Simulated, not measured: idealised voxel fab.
process module | voxel fin reveal
cross-section cut | 270 nm wide | cells 5 nm
A cross-section is a grid of square cells, given in bands from the top down. A band is one or more rows of cells.
Each band's line starts with the height of the band's top and of its bottom, in nm. Then come its materials from left to right, each with its width in nm. One material with "throughout" fills the band from edge to edge. "air" is empty space.
Height 0 is the level under which the wafer as received is all one material. The lowest band goes on downwards, as in "0 down".
A width such as "30 to 40" changes by the same amount from each row of cells to the next, from the band's top row to its bottom row.
"no change" after a step means that no cell of the cross-section changed.
closed voids: empty space of 8 cells or more with no open way to the top, each as width x height at its distance from the left edge, in nm
after a step's settings: what the simulator itself notes on the step
overlay nm, on a step with a mask: how far to the right of its planned place the mask lay; to the left if negative
plan
1 op RECEIVE | material Si
2 op CONFORMAL_DEP | material SiN | thk nm 5
3 op PATTERN | tone cover | mask id FINS | material resist | width nm 15 | pitch nm 45 | thk nm 20 | overlay nm 0
4 op DIRECTIONAL_ETCH | etch materials SiN | depth nm 5
5 op DIRECTIONAL_ETCH | etch materials Si | depth nm 30
6 op STRIP | etch materials resist
7 op FILL_DEP | material SiO2 | thk nm 15
8 op CMP | height nm 5
9 op SELECTIVE_ETCH | etch materials SiO2 | depth nm 15
10 op STRIP | etch materials SiN
11 op CONFORMAL_DEP | material HfO2 | thk nm 5
varied across the wafers: width nm of step 3. The plan shows the first wafer's value. All wafers start alike
first wafer as received, after step 1
  0 down: Si throughout
  closed voids: none
first wafer at the end, after step 11
  5 to 0: air 75 | HfO2 25 | air 20 | HfO2 25 | air 20 | HfO2 25 | air 80
  0 to -5: air 75 | HfO2 5 | Si 15 | HfO2 5 | air 20 | HfO2 5 | Si 15 | HfO2 5 | air 20 | HfO2 5 | Si 15 | HfO2 5 | air 80
  -5 to -10: HfO2 80 | Si 15 | HfO2 30 | Si 15 | HfO2 30 | Si 15 | HfO2 85
  -10 to -30: SiO2 80 | Si 15 | SiO2 30 | Si 15 | SiO2 30 | Si 15 | SiO2 85
  -30 down: Si throughout
  closed voids: none
last wafer at the end
  5 to 0: air 70 | HfO2 40 | air 5 | HfO2 40 | air 5 | HfO2 40 | air 70
  0 to -5: air 70 | HfO2 5 | Si 30 | HfO2 5 | air 5 | HfO2 5 | Si 30 | HfO2 5 | air 5 | HfO2 5 | Si 30 | HfO2 5 | air 70
  -5 to -10: HfO2 75 | Si 30 | HfO2 15 | Si 30 | HfO2 15 | Si 30 | HfO2 75
  -10 to -30: SiO2 75 | Si 30 | SiO2 15 | Si 30 | SiO2 15 | Si 30 | SiO2 75
  -30 down: Si throughout
  closed voids: none
each wafer at the end: cells of each material gained (+) or lost (-) since it was received, then its closed voids
width nm 15 | +66 HfO2 | -270 Si | +180 SiO2 | closed voids: none
width nm 20 | +66 HfO2 | -252 Si | +168 SiO2 | closed voids: none
width nm 25 | +66 HfO2 | -234 Si | +156 SiO2 | closed voids: none
width nm 30 | +66 HfO2 | -216 Si | +144 SiO2 | closed voids: none
